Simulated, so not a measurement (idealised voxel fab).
Documented hereafter: the process module known as voxel wiring stack.
Section shown: cut. Width: 175 nm. Cell size: 5 nm, square.
Just so we're on the same page, the cross-sections are grids of square cells, and they're listed out in bands top to bottom, each band one or more rows deep.
Each band's line starts with the height of the band's top and of its bottom, in nm. Then come its materials from left to right, each with its width in nm. One material with "everywhere" fills the band from edge to edge. "empty" is empty space.
Measure heights from 0. That's the level where, below it, the as-received wafer is all one material. The lowest band is bottomless and extends downward; write it as in "z 0 and below".
Note: "30..40" means the width goes from the first number (top row of the band) to the second number (bottom row) in equal steps per row of cells.
Basically "stayed the same" means that step didn't change any cell in the cross-section.
Entry "Completely enclosed voids" = empty spaces >= 8 cells with no open way to the top; each as width x height at distance, distance from left edge, all nm.
Note: text after step settings on the step line = simulator remark on that step.
The setting "overlay nm" may be written on the line of a step. When the step uses a mask, the value reports how far to the right of the planned place the mask lay, and a negative value reports that it lay to the left.

[So here's the lineup of process steps we planned]
1) RECEIVE,material Si
2) CONFORMAL_DEP,material SiO2,thk nm 15
3) DIRECTIONAL_DEP,material TiN,thk nm 5
4) DIRECTIONAL_DEP,material Ru,thk nm 15
5) MASKED_ETCH,tone cover,mask id METAL_1,width nm 20,pitch nm 40,etch materials Ru,depth nm 15,overlay nm 0
6) MASKED_ETCH,tone cover,mask id METAL_1,width nm 20,pitch nm 40,etch materials TiN,depth nm 5,overlay nm 0
7) CONFORMAL_DEP,material SiN,thk nm 5
8) FILL_DEP,material SiO2,thk nm 10
9) CMP,height nm 35
10) CONFORMAL_DEP,material SiCN,thk nm 5
11) DIRECTIONAL_DEP,material SiO2,thk nm 20
12) DIRECTIONAL_DEP,material aC,thk nm 10
13) PATTERN,tone open,mask id PLUG_1,material resist,width nm 15,pitch nm 80,thk nm 30,overlay nm 0
14) DIRECTIONAL_ETCH,etch materials aC,depth nm 10
15) STRIP,etch materials resist
16) DIRECTIONAL_ETCH,etch materials SiO2,depth nm 20
17) DIRECTIONAL_ETCH,etch materials SiCN,depth nm 5
18) STRIP,etch materials aC
19) CONFORMAL_DEP,material TiN,thk nm 5
20) FILL_DEP,material Ru,thk nm 5
21) CMP,height nm 60
22) CONFORMAL_DEP,material SiCN,thk nm 5
23) DIRECTIONAL_DEP,material SiO2,thk nm 15
24) MASKED_ETCH,tone open,mask id METAL_2,width nm 20,pitch nm 40,etch materials SiO2,depth nm 15,overlay nm 0
25) MASKED_ETCH,tone open,mask id METAL_2,width nm 20,pitch nm 40,etch materials SiCN,depth nm 5,overlay nm 0
26) CONFORMAL_DEP,material TiN,thk nm 5
27) FILL_DEP,material Ru,thk nm 5
28) CMP,height nm 80
29) CONFORMAL_DEP,material SiCN,thk nm 5

[Wafer cross-section on receipt, i.e. after step 1]
z 0 and below  Si everywhere
Completely enclosed voids: none

[End state of the module in cross-section, given the above starting point and plan and one mistake in execution]
z 85 to 80  SiCN everywhere
z 80 to 65  35 SiO2; 5 TiN; 10 Ru; 5 TiN; 20 SiO2; 5 TiN; 10 Ru; 5 TiN; 20 SiO2; 5 TiN; 10 Ru; 5 TiN; 40 SiO2
z 65 to 60  35 SiCN; 20 TiN; 20 SiCN; 20 TiN; 20 SiCN; 20 TiN; 40 SiCN
z 60 to 40  35 SiO2; 5 TiN; 5 Ru; 5 TiN; 65 SiO2; 5 TiN; 5 Ru; 5 TiN; 45 SiO2
z 40 to 35  35 SiCN; 15 TiN; 65 SiCN; 15 TiN; 45 SiCN
z 35 to 25  35 Ru; 5 SiN; 10 SiO2; 5 SiN; 20 Ru; 5 SiN; 10 SiO2; 5 SiN; 20 Ru; 5 SiN; 10 SiO2; 5 SiN; 40 Ru
z 25 to 20  35 Ru; 20 SiN; 20 Ru; 20 SiN; 20 Ru; 20 SiN; 40 Ru
z 20 to 15  TiN everywhere
z 15 to 0  SiO2 everywhere
z 0 and below  Si everywhere
Completely enclosed voids: none
What was the processing mistake? heads up, step 5 didn't go per plan, it actually ran as MASKED_ETCH,tone open,mask id METAL_1,width nm 20,pitch nm 40,etch materials Ru,depth nm 15,overlay nm 0
